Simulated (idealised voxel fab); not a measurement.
process module | voxel released beams
cross-section cut | 215 nm wide | cells 5 nm
A cross-section is a grid of square cells, given in bands from the top down. A band is one or more rows of cells.
Each band's line starts with the height of the band's top and of its bottom, in nm. Then come its materials from left to right, each with its width in nm. One material with "throughout" fills the band from edge to edge. "air" is empty space.
Height 0 is the level under which the wafer as received is all one material. The lowest band goes on downwards, as in "0 down".
A width such as "30 to 40" changes by the same amount from each row of cells to the next, from the band's top row to its bottom row.
"no change" after a step means that no cell of the cross-section changed.
closed voids: empty space of 8 cells or more with no open way to the top, each as width x height at its distance from the left edge, in nm
after a step's settings: what the simulator itself notes on the step
overlay nm, on a step with a mask: how far to the right of its planned place the mask lay; to the left if negative
plan
1 op RECEIVE | material Si
2 op CONFORMAL_DEP | material Al2O3 | thk nm 5
3 op DIRECTIONAL_DEP | material SiO2 | thk nm 10
4 op PATTERN | tone open | mask id ANCHOR | material resist | width nm 45 | thk nm 15 | overlay nm 0
5 op DIRECTIONAL_ETCH | etch materials SiO2 | depth nm 10
6 op STRIP | etch materials resist
7 op CONFORMAL_DEP | material polySi | thk nm 15
8 op PATTERN | tone cover | mask id BEAM | material resist | width nm 125 | thk nm 15 | overlay nm 0
9 op DIRECTIONAL_ETCH | etch materials polySi | depth nm 15
10 op STRIP | etch materials resist
11 op STRIP | etch materials SiO2
first wafer, as planned
as received, after step 1
  0 down: Si throughout
  closed voids: none
after step 2
  5 to 0: Al2O3 throughout
  below 0: unchanged
after step 3
  15 to 5: SiO2 throughout
  below 5: unchanged
after step 4
  30 to 15: resist 45 | air 45 | resist 125
  below 15: unchanged
after step 5
  30 to 15: resist 45 | air 45 | resist 125
  15 to 5: SiO2 45 | air 45 | SiO2 125
  below 5: unchanged
after step 6
  15 to 5: SiO2 45 | air 45 | SiO2 125
  below 5: unchanged
after step 7
  30 to 20: polySi 60 | air 15 | polySi 140
  20 to 15: polySi throughout
  15 to 5: SiO2 45 | polySi 45 | SiO2 125
  below 5: unchanged
after step 8
  45 to 30: air 40 | resist 125 | air 50
  30 to 20: polySi 60 | resist 15 | polySi 140
  below 20: unchanged
after step 9
  45 to 30: air 40 | resist 125 | air 50
  30 to 20: air 40 | polySi 20 | resist 15 | polySi 90 | air 50
  20 to 15: air 40 | polySi 125 | air 50
  below 15: unchanged
after step 10
  30 to 20: air 40 | polySi 20 | air 15 | polySi 90 | air 50
  below 20: unchanged
after step 11
  30 to 20: air 40 | polySi 20 | air 15 | polySi 90 | air 50
  20 to 15: air 40 | polySi 125 | air 50
  15 to 5: air 45 | polySi 45 | air 125
  below 5: unchanged
second wafer: like start, like plan, one mistake. Through step 2 it matches the first wafer
when step 3 should have ended
  15 to 5: polySi throughout
  below 5: unchanged
when step 4 should have ended
  30 to 15: resist 45 | air 45 | resist 125
  below 15: unchanged
when step 5 should have ended: no change
when step 6 should have ended
  15 to 5: polySi throughout
  below 5: unchanged
when step 7 should have ended
  30 to 5: polySi throughout
  below 5: unchanged
when step 8 should have ended
  45 to 30: air 40 | resist 125 | air 50
  below 30: unchanged
when step 9 should have ended
  45 to 30: air 40 | resist 125 | air 50
  30 to 15: air 40 | polySi 125 | air 50
  below 15: unchanged
when step 10 should have ended
  30 to 15: air 40 | polySi 125 | air 50
  below 15: unchanged
when step 11 should have ended: no change
what went wrong: step 3 ran as: op DIRECTIONAL_DEP | material polySi | thk nm 10
at the end the second wafer has, in cells: 74 more of polySi
